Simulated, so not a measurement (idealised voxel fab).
Process module, titled voxel ribs on slabs
FYI the section here is cut, 290 nm wide, cells are 5 nm squares.
Cross-section spec: square-cell grid; bands listed top down; each band is one or more rows.
Look at the band entry: it leads with the top's height and the bottom's height in nm. Then it lists the materials left to right, with a width in nm for each. The word "edge to edge" on a single material says that material fills the band edge to edge. The word "air" is empty space.
A quick word on heights: they are counted from 0, and under that level the wafer as it came to us is one material throughout. The lowest band is different from the rest in having no bottom; it simply continues downward, written as in "0 -> down".
You'd read "30->40" like this: the band's top row of cells is as wide as the first number, its bottom row is as wide as the second, and going down, every row changes width by the same amount as the row before did.
You'll sometimes find "changes: none" written for a step, and that's the way of saying that nowhere in the cross-section did a cell change during that step.
Entry "Closed internal cavities" = empty spaces >= 8 cells with no open way to the top; each as width x height at distance, distance from left edge, all nm.
Read whatever lies past the settings on a step's line as the simulator's own remark about the step.
On any step carrying a mask, the "overlay nm" setting, if present on the step's line, tells how far right of its planned place the mask lay; negative values point to the left.

**These are the steps we planned for the process**
1 RECEIVE [material Si]
2 DIRECTIONAL_DEP [material SiO2] [thk nm 25]
3 DIRECTIONAL_DEP [material SiN] [thk nm 20]
4 DIRECTIONAL_DEP [material aC] [thk nm 10]
5 PATTERN [tone cover] [mask id RIB] [material resist] [width nm 30] [thk nm 30] [overlay nm 0]
6 DIRECTIONAL_ETCH [etch materials aC] [depth nm 10]
7 STRIP [etch materials resist]
8 DIRECTIONAL_ETCH [etch materials SiN] [depth nm 5]
9 STRIP [etch materials aC]
10 PATTERN [tone cover] [mask id SLAB] [material resist] [width nm 90] [thk nm 15] [overlay nm 0]
11 DIRECTIONAL_ETCH [etch materials SiN] [depth nm 15]
12 STRIP [etch materials resist]
13 FILL_DEP [material SiO2] [thk nm 20]
14 CMP [height nm 60]
15 DIRECTIONAL_DEP [material TiN] [thk nm 10]
16 DIRECTIONAL_DEP [material aC] [thk nm 10]
17 PATTERN [tone cover] [mask id HEATER] [material resist] [width nm 40] [thk nm 25] [overlay nm 0]
18 DIRECTIONAL_ETCH [etch materials aC] [depth nm 10]
19 STRIP [etch materials resist]
20 DIRECTIONAL_ETCH [etch materials TiN] [depth nm 10]
21 STRIP [etch materials aC]
22 CONFORMAL_DEP [material SiN] [thk nm 5]

**Here's what the wafer looked like in cross-section when it arrived - that's after step 1**
	0 -> down | Si edge to edge
	Closed internal cavities: none

**First of two wafers at the end of the module, shown in cross-section; run carried out as planned**
	75 -> 70 | air 120 nm, SiN 50 nm, air 120 nm
	70 -> 65 | air 120 nm, SiN 5 nm, TiN 40 nm, SiN 5 nm, air 120 nm
	65 -> 60 | SiN 125 nm, TiN 40 nm, SiN 125 nm
	60 -> 45 | SiO2 edge to edge
	45 -> 40 | SiO2 130 nm, SiN 30 nm, SiO2 130 nm
	40 -> 25 | SiO2 100 nm, SiN 90 nm, SiO2 100 nm
	25 -> 0 | SiO2 edge to edge
	0 -> down | Si edge to edge
	Closed internal cavities: none

**Here's the second of our two wafers sectioned at module end. Same start as the first, same plan, but one mistake got made running it**
	80 -> 75 | air 120 nm, SiN 50 nm, air 120 nm
	75 -> 70 | air 120 nm, SiN 5 nm, TiN 40 nm, SiN 5 nm, air 120 nm
	70 -> 65 | SiN 125 nm, TiN 40 nm, SiN 125 nm
	65 -> 60 | TiN edge to edge
	60 -> 45 | SiO2 edge to edge
	45 -> 40 | SiO2 130 nm, SiN 30 nm, SiO2 130 nm
	40 -> 25 | SiO2 100 nm, SiN 90 nm, SiO2 100 nm
	25 -> 0 | SiO2 edge to edge
	0 -> down | Si edge to edge
	Closed internal cavities: none
Where did the run depart from the plan? step 15 ran differently from the plan; actual operation with settings: DIRECTIONAL_DEP [material TiN] [thk nm 15]
Wrapping up, a cell-based count of both wafers puts the second over or under the first for these materials: TiN: 58 more
